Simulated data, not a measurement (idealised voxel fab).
Herein follows the process module entitled voxel transistor to metal.
FYI the section here is cut, 170 nm wide, cells are 5 nm squares.
Bands, listed from the top down, are how a cross-section gets written in this document; the cross-section itself is a grid of square cells, and a band is one or more rows of them. First you get the band's top height and its bottom height, in nm, and then the materials it's made of, left to right, with each width in nm. If you see a single material with "edge to edge", that one covers the band edge to edge. "empty" is empty space. Beneath 0, the wafer as received is one material, and that level is where height counting begins. The lowest band goes on downward without a bottom; it is written like "top 0, no bottom". A two-number width, for instance "30->40", indicates that the width is equal to the first number in the top row of the band and to the second number in the bottom row, and that it changes by a constant amount per row of cells. Step marked "remained unchanged"? Then no cell in the cross-section changed in it. Closed empty spaces (no open way to the top) of 8 cells or more are what "Sealed void listing" lists, each as width x height at distance from the left edge, nm for all three. Past the settings on a step's line: simulator remark, on that step. overlay nm: right-of-plan distance of the mask on a masked step; negative values mean left-of-plan.

Process steps foreseen in the plan:
1: RECEIVE [material Si]
2: OXIDIZE [depth nm 5]
3: CONFORMAL_DEP [material SiN] [thk nm 10]
4: PATTERN [tone cover] [mask id ACTIVE] [material resist] [width nm 95] [thk nm 20] [overlay nm 0]
5: DIRECTIONAL_ETCH [etch materials SiN] [depth nm 10]
6: DIRECTIONAL_ETCH [etch materials SiO2] [depth nm 5]
7: DIRECTIONAL_ETCH [etch materials Si] [depth nm 35]
8: STRIP [etch materials resist]
9: OXIDIZE [depth nm 5]
10: FILL_DEP [material SiO2] [thk nm 15]
11: CMP [height nm 10]
12: SELECTIVE_ETCH [etch materials SiO2] [depth nm 10]
13: STRIP [etch materials SiN]
14: SELECTIVE_ETCH [etch materials SiO2] [depth nm 5]
15: OXIDIZE [depth nm 5]
16: DIRECTIONAL_DEP [material polySi] [thk nm 25]
17: DIRECTIONAL_DEP [material SiCN] [thk nm 10]
18: MASKED_ETCH [tone cover] [mask id GATE] [width nm 25] [etch materials SiCN] [depth nm 20] [overlay nm 0]
19: MASKED_ETCH [tone cover] [mask id GATE] [width nm 25] [etch materials polySi] [depth nm 35] [overlay nm 0]
20: CONFORMAL_DEP [material SiO2] [thk nm 5]
21: DIRECTIONAL_ETCH [etch materials SiO2] [depth nm 5]
22: CONFORMAL_DEP [material SiN] [thk nm 10]
23: DIRECTIONAL_ETCH [etch materials SiN] [depth nm 10]
24: DIRECTIONAL_ETCH [etch materials SiO2] [depth nm 5]
25: EPI [material pSi] [thk nm 5]
26: FILL_DEP [material SiO2] [thk nm 10]
27: CMP [height nm 20]
28: STRIP [etch materials polySi]
29: SELECTIVE_ETCH [etch materials SiO2] [depth nm 5]
30: CONFORMAL_DEP [material HfO2] [thk nm 5]
31: CONFORMAL_DEP [material TiN] [thk nm 5]
32: FILL_DEP [material W] [thk nm 10]
33: CMP [height nm 15]
34: DIRECTIONAL_DEP [material SiO2] [thk nm 15]
35: MASKED_ETCH [tone open] [mask id CONTACT] [width nm 15] [pitch nm 70] [etch materials SiO2] [depth nm 35] [overlay nm 0]
36: CONFORMAL_DEP [material TiN] [thk nm 5]
37: FILL_DEP [material W] [thk nm 10]
38: CMP [height nm 30]
39: CONFORMAL_DEP [material SiN] [thk nm 5]
40: DIRECTIONAL_DEP [material lowk] [thk nm 20]
41: MASKED_ETCH [tone open] [mask id METAL_1] [width nm 15] [pitch nm 70] [etch materials lowk] [depth nm 20] [overlay nm 0]
42: MASKED_ETCH [tone open] [mask id METAL_1] [width nm 15] [pitch nm 70] [etch materials SiN] [depth nm 5] [overlay nm 0]
43: CONFORMAL_DEP [material TiN] [thk nm 5]
44: FILL_DEP [material W] [thk nm 5]
45: CMP [height nm 55]
46: EPI [material Ru] [thk nm 5]
47: FILL_DEP [material SiCN] [thk nm 5]

As-received state of the wafer in cross-section, equivalent to post-step 1:
* top 0, no bottom | Si edge to edge
* Sealed void listing: none

Figure: cross-sectional view of the wafer upon completion of the module, processed from the initial state and according to the plan depicted above, with one error introduced during execution:
* top 65, bottom 60 | SiCN edge to edge
* top 60, bottom 55 | SiCN (35) / Ru (25) / SiCN (45) / Ru (25) / SiCN (40)
* top 55, bottom 35 | lowk (40) / TiN (5) / W (5) / TiN (5) / lowk (55) / TiN (5) / W (5) / TiN (5) / lowk (45)
* top 35, bottom 30 | SiN (40) / TiN (15) / SiN (55) / TiN (15) / SiN (45)
* top 30, bottom 15 | SiO2 (40) / TiN (5) / W (5) / TiN (5) / SiO2 (55) / TiN (5) / W (5) / TiN (5) / SiO2 (45)
* top 15, bottom 0 | SiO2 (40) / TiN (5) / W (5) / TiN (5) / SiO2 (5) / SiN (10) / HfO2 (5) / TiN (5) / W (5) / TiN (5) / HfO2 (5) / SiN (10) / SiO2 (5) / TiN (5) / W (5) / TiN (5) / SiO2 (45)
* top 0, bottom -5 | SiO2 (40) / TiN (15) / SiO2 (5) / SiN (10) / HfO2 (5) / TiN (15) / HfO2 (5) / SiN (10) / SiO2 (5) / TiN (15) / SiO2 (45)
* top -5, bottom -10 | SiO2 (35) / pSi (25) / SiN (10) / HfO2 (25) / SiN (10) / pSi (25) / SiO2 (40)
* top -10, bottom -15 | SiO2 (35) / pSi (5) / Si (85) / pSi (5) / SiO2 (40)
* top -15, bottom -45 | SiO2 (40) / Si (85) / SiO2 (45)
* top -45, no bottom | Si edge to edge
* Sealed void listing: none
what went wrong: no execution of plan step 20; skipped
